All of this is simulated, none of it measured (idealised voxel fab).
Module name: voxel self aligned vias (process module)
Displayed cross-section: cut, width of 215 nm, square cells sized 5 nm.
Cross-sections here: square-cell grids, written as top-down lists of bands, a band being one or more rows of cells. Per band: top height and bottom height in nm, followed by the left-to-right materials and their widths in nm; "full width" marks a single material spanning edge to edge, "air" marks empty space. Heights are reckoned from 0. Under this level, the received wafer is all of one material. The bottommost band is open-ended downward, for example "0 down". Think of "30->40" as a width that walks from the first number to the second as you go down the band, top row to bottom row, taking equal-sized steps from row to row. The designation "identical to before", where it is given for a processing step, indicates that no cell of the cross-section was altered in the course of that step. Closed-off voids of 8+ cells (no open route to the top) go in "Enclosed cavities", written width x height at distance from the left edge, in nm. Heads up: the bit after the settings on a step's line is the simulator's remark on that step. You can add "overlay nm" to a step's line. For a step with a mask, it describes how far the mask lay to the right of its planned position, and a negative number describes a lay to the left.
**Listed below are the process steps as planned**
step 1: RECEIVE, material Si
step 2: CONFORMAL_DEP, material SiO2, thk nm 10
step 3: CONFORMAL_DEP, material SiCN, thk nm 5
step 4: DIRECTIONAL_DEP, material SiO2, thk nm 20
step 5: MASKED_ETCH, tone open, mask id LINES, width nm 20, pitch nm 45, etch materials SiO2, depth nm 20, overlay nm 0
step 6: CONFORMAL_DEP, material TiN, thk nm 5
step 7: FILL_DEP, material Ru, thk nm 10
step 8: CMP, height nm 35
step 9: SELECTIVE_ETCH, etch materials W Ru TiN, depth nm 5
step 10: FILL_DEP, material SiN, thk nm 5
step 11: CMP, height nm 35
step 12: DIRECTIONAL_DEP, material SiO2, thk nm 15
step 13: DIRECTIONAL_DEP, material aC, thk nm 15
step 14: PATTERN, tone open, mask id VIAS, material resist, width nm 30, thk nm 35, overlay nm 0
step 15: DIRECTIONAL_ETCH, etch materials aC, depth nm 15
step 16: STRIP, etch materials resist
step 17: DIRECTIONAL_ETCH, etch materials SiO2, depth nm 15
step 18: DIRECTIONAL_ETCH, etch materials SiN, depth nm 5
step 19: STRIP, etch materials aC
step 20: CONFORMAL_DEP, material TiN, thk nm 5
step 21: FILL_DEP, material W, thk nm 10
step 22: CMP, height nm 50
step 23: CONFORMAL_DEP, material SiN, thk nm 5
**Cross-section: wafer on arrival = after step 1**
0 down = Si full width
Enclosed cavities: none
**Final cross-section, module run with one mistake (start and plan as above)**
55 to 50 = SiN full width
50 to 35 = SiO2 70 nm  TiN 5 nm  W 20 nm  TiN 5 nm  SiO2 115 nm
35 to 30 = SiO2 70 nm  TiN 30 nm  SiO2 20 nm  SiN 20 nm  SiO2 75 nm
30 to 20 = SiO2 75 nm  TiN 5 nm  Ru 10 nm  TiN 5 nm  SiO2 25 nm  TiN 5 nm  Ru 10 nm  TiN 5 nm  SiO2 75 nm
20 to 15 = SiO2 75 nm  TiN 20 nm  SiO2 25 nm  TiN 20 nm  SiO2 75 nm
15 to 10 = SiCN full width
10 to 0 = SiO2 full width
0 down = Si full width
Enclosed cavities: none
What was done differently from what was planned? rather than as planned, step 17 actually ran as DIRECTIONAL_ETCH, etch materials SiO2, depth nm 20
